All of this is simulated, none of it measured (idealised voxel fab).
Module name: voxel transistor to metal (process module)
Section cut is 180 nm wide and gridded with 5 nm square cells.
Cross-section layout: square cells on a grid; listed as bands, top to bottom; a band spans one or more cell rows. This entry defines a band. It first specifies the height of the band's top and the height of its bottom in nm, and then specifies the band's materials from left to right, stating each material with its width in nm. The word "all across" identifies a single material that fills the band from edge to edge, while the word "air" identifies empty space. A quick word on heights: they are counted from 0, and under that level the wafer as it came to us is one material throughout. The lowest band is different from the rest in having no bottom; it simply continues downward, written as in "0..down". Width "30->40": first value at the band's top row of cells, second value at its bottom row, equal change from row to row. For the purposes of this document, the phrase "no change" attached to a step denotes that no cell within the cross-section was modified by that step. "Sealed voids" specifies each empty space that is not open to the top and that occupies no fewer than 8 cells, using the form width x height at distance, the distance measured from the left edge and all three quantities in nm. If you see something after the settings on a step's line, that's the simulator's own remark about that step. A step's line can hold "overlay nm"; with a mask on that step, the setting says how far right of the planned place the mask lay, while a negative setting says it lay to the left.
Listed below are the process steps as planned:
1) RECEIVE [material Si]
2) CONFORMAL_DEP [material SiO2] [thk nm 5]
3) CONFORMAL_DEP [material SiN] [thk nm 10]
4) MASKED_ETCH [tone cover] [mask id ACTIVE] [width nm 110] [etch materials SiN] [depth nm 10] [overlay nm 0]
5) MASKED_ETCH [tone cover] [mask id ACTIVE] [width nm 110] [etch materials SiO2] [depth nm 5] [overlay nm 0]
6) MASKED_ETCH [tone cover] [mask id ACTIVE] [width nm 110] [etch materials Si] [depth nm 30] [overlay nm 0]
7) OXIDIZE [depth nm 5]
8) FILL_DEP [material SiO2] [thk nm 5]
9) CMP [height nm 15]
10) SELECTIVE_ETCH [etch materials SiO2] [depth nm 10]
11) STRIP [etch materials SiN]
12) SELECTIVE_ETCH [etch materials SiO2] [depth nm 5]
13) OXIDIZE [depth nm 5]
14) DIRECTIONAL_DEP [material polySi] [thk nm 20]
15) DIRECTIONAL_DEP [material SiCN] [thk nm 10]
16) PATTERN [tone cover] [mask id GATE] [material resist] [width nm 30] [thk nm 15] [overlay nm 0]
17) DIRECTIONAL_ETCH [etch materials SiCN] [depth nm 20]
18) DIRECTIONAL_ETCH [etch materials polySi] [depth nm 30]
19) STRIP [etch materials resist]
20) CONFORMAL_DEP [material SiN] [thk nm 10]
21) DIRECTIONAL_ETCH [etch materials SiN] [depth nm 10]
22) DIRECTIONAL_ETCH [etch materials SiO2] [depth nm 5]
23) EPI [material pSi] [thk nm 5]
24) FILL_DEP [material SiO2] [thk nm 10]
25) CMP [height nm 20]
26) STRIP [etch materials polySi]
27) SELECTIVE_ETCH [etch materials SiO2] [depth nm 5]
28) CONFORMAL_DEP [material HfO2] [thk nm 5]
29) CONFORMAL_DEP [material TiN] [thk nm 5]
30) FILL_DEP [material W] [thk nm 10]
31) CMP [height nm 15]
32) DIRECTIONAL_DEP [material SiO2] [thk nm 10]
33) MASKED_ETCH [tone open] [mask id CONTACT] [width nm 20] [pitch nm 80] [etch materials SiO2] [depth nm 25] [overlay nm 0]
34) CONFORMAL_DEP [material TiN] [thk nm 5]
35) FILL_DEP [material Ru] [thk nm 5]
36) CMP [height nm 25]
37) CONFORMAL_DEP [material SiN] [thk nm 5]
38) DIRECTIONAL_DEP [material lowk] [thk nm 20]
39) DIRECTIONAL_DEP [material aC] [thk nm 15]
40) PATTERN [tone open] [mask id METAL_1] [material resist] [width nm 20] [pitch nm 80] [thk nm 30] [overlay nm 0]
41) DIRECTIONAL_ETCH [etch materials aC] [depth nm 15]
42) STRIP [etch materials resist]
43) DIRECTIONAL_ETCH [etch materials lowk] [depth nm 20]
44) DIRECTIONAL_ETCH [etch materials SiN] [depth nm 5]
45) STRIP [etch materials aC]
46) CONFORMAL_DEP [material TiN] [thk nm 5]
47) FILL_DEP [material Cu] [thk nm 5]
48) CMP [height nm 50]
49) CONFORMAL_DEP [material SiCN] [thk nm 5]
50) DIRECTIONAL_DEP [material SiO2] [thk nm 30]
51) MASKED_ETCH [tone open] [mask id METAL_2_HOLES] [width nm 15] [pitch nm 80] [etch materials SiO2] [depth nm 30] [overlay nm 0]
52) MASKED_ETCH [tone open] [mask id METAL_2] [width nm 20] [pitch nm 80] [etch materials SiO2] [depth nm 20] [overlay nm 0]
53) MASKED_ETCH [tone open] [mask id METAL_2] [width nm 20] [pitch nm 80] [etch materials SiCN] [depth nm 5] [overlay nm 0]
54) CONFORMAL_DEP [material TiN] [thk nm 5]
55) FILL_DEP [material Ru] [thk nm 10]
56) CMP [height nm 85]
57) CONFORMAL_DEP [material SiN] [thk nm 5]
The cross-section here shows the wafer as received, i.e. in its state after step 1:
0..down = Si all across
Sealed voids: none
First of two wafers at the end of the module, shown in cross-section; run carried out as planned:
90..85 = SiN all across
85..70 = SiO2 40 nm | TiN 5 nm | Ru 10 nm | TiN 5 nm | SiO2 60 nm | TiN 5 nm | Ru 10 nm | TiN 5 nm | SiO2 40 nm
70..65 = SiO2 40 nm | TiN 5 nm | Ru 5 nm | TiN 10 nm | SiO2 60 nm | TiN 5 nm | Ru 5 nm | TiN 10 nm | SiO2 40 nm
65..55 = SiO2 40 nm | TiN 5 nm | Ru 5 nm | TiN 5 nm | SiO2 65 nm | TiN 5 nm | Ru 5 nm | TiN 5 nm | SiO2 45 nm
55..50 = SiCN 40 nm | TiN 15 nm | SiCN 65 nm | TiN 15 nm | SiCN 45 nm
50..30 = lowk 40 nm | TiN 5 nm | Cu 10 nm | TiN 5 nm | lowk 60 nm | TiN 5 nm | Cu 10 nm | TiN 5 nm | lowk 40 nm
30..25 = SiN 40 nm | TiN 20 nm | SiN 60 nm | TiN 20 nm | SiN 40 nm
25..15 = SiO2 40 nm | TiN 5 nm | Ru 10 nm | TiN 5 nm | SiO2 60 nm | TiN 5 nm | Ru 10 nm | TiN 5 nm | SiO2 40 nm
15..5 = SiO2 40 nm | TiN 5 nm | Ru 10 nm | TiN 5 nm | SiO2 5 nm | SiN 10 nm | HfO2 5 nm | TiN 5 nm | W 10 nm | TiN 5 nm | HfO2 5 nm | SiN 10 nm | SiO2 5 nm | TiN 5 nm | Ru 10 nm | TiN 5 nm | SiO2 40 nm
5..0 = SiO2 40 nm | TiN 20 nm | SiO2 5 nm | SiN 10 nm | HfO2 5 nm | TiN 20 nm | HfO2 5 nm | SiN 10 nm | SiO2 5 nm | TiN 20 nm | SiO2 40 nm
0..-5 = SiO2 35 nm | pSi 30 nm | SiO2 5 nm | HfO2 40 nm | SiO2 5 nm | pSi 30 nm | SiO2 35 nm
-5..-35 = SiO2 40 nm | Si 100 nm | SiO2 40 nm
-35..down = Si all across
Sealed voids: none
Now the second wafer, cross-sectioned at the end of the module. Nothing different at the start, nothing different in the plan compared with the first, just one mistake when it was actually run:
90..85 = SiN all across
85..70 = SiO2 40 nm | TiN 5 nm | Ru 10 nm | TiN 5 nm | SiO2 60 nm | TiN 5 nm | Ru 10 nm | TiN 5 nm | SiO2 40 nm
70..65 = SiO2 40 nm | TiN 5 nm | Ru 5 nm | TiN 10 nm | SiO2 60 nm | TiN 5 nm | Ru 5 nm | TiN 10 nm | SiO2 40 nm
65..55 = SiO2 40 nm | TiN 5 nm | Ru 5 nm | TiN 5 nm | SiO2 65 nm | TiN 5 nm | Ru 5 nm | TiN 5 nm | SiO2 45 nm
55..50 = SiCN 40 nm | TiN 15 nm | SiCN 65 nm | TiN 15 nm | SiCN 45 nm
50..30 = lowk 40 nm | TiN 5 nm | Cu 10 nm | TiN 5 nm | lowk 60 nm | TiN 5 nm | Cu 10 nm | TiN 5 nm | lowk 40 nm
30..25 = SiN 40 nm | TiN 20 nm | SiN 60 nm | TiN 20 nm | SiN 40 nm
25..10 = SiO2 40 nm | TiN 5 nm | Ru 10 nm | TiN 5 nm | SiO2 60 nm | TiN 5 nm | Ru 10 nm | TiN 5 nm | SiO2 40 nm
10..5 = SiO2 40 nm | TiN 5 nm | Ru 10 nm | TiN 5 nm | SiO2 5 nm | SiN 10 nm | SiCN 30 nm | SiN 10 nm | SiO2 5 nm | TiN 5 nm | Ru 10 nm | TiN 5 nm | SiO2 40 nm
5..0 = SiO2 40 nm | TiN 20 nm | SiO2 5 nm | SiN 10 nm | SiCN 30 nm | SiN 10 nm | SiO2 5 nm | TiN 20 nm | SiO2 40 nm
0..-5 = SiO2 35 nm | pSi 30 nm | SiO2 50 nm | pSi 30 nm | SiO2 35 nm
-5..-35 = SiO2 40 nm | Si 100 nm | SiO2 40 nm
-35..down = Si all across
Sealed voids: none
Heads up, the wafer didn't run the way we planned it: step 14 of the plan was excluded from execution and never run
Final tally in cells, some materials are higher or lower on the second wafer than on the first: HfO2: 14 fewer, SiCN: 12 more, SiN: 4 fewer, SiO2: 18 more, TiN: 8 fewer, W: 4 fewer
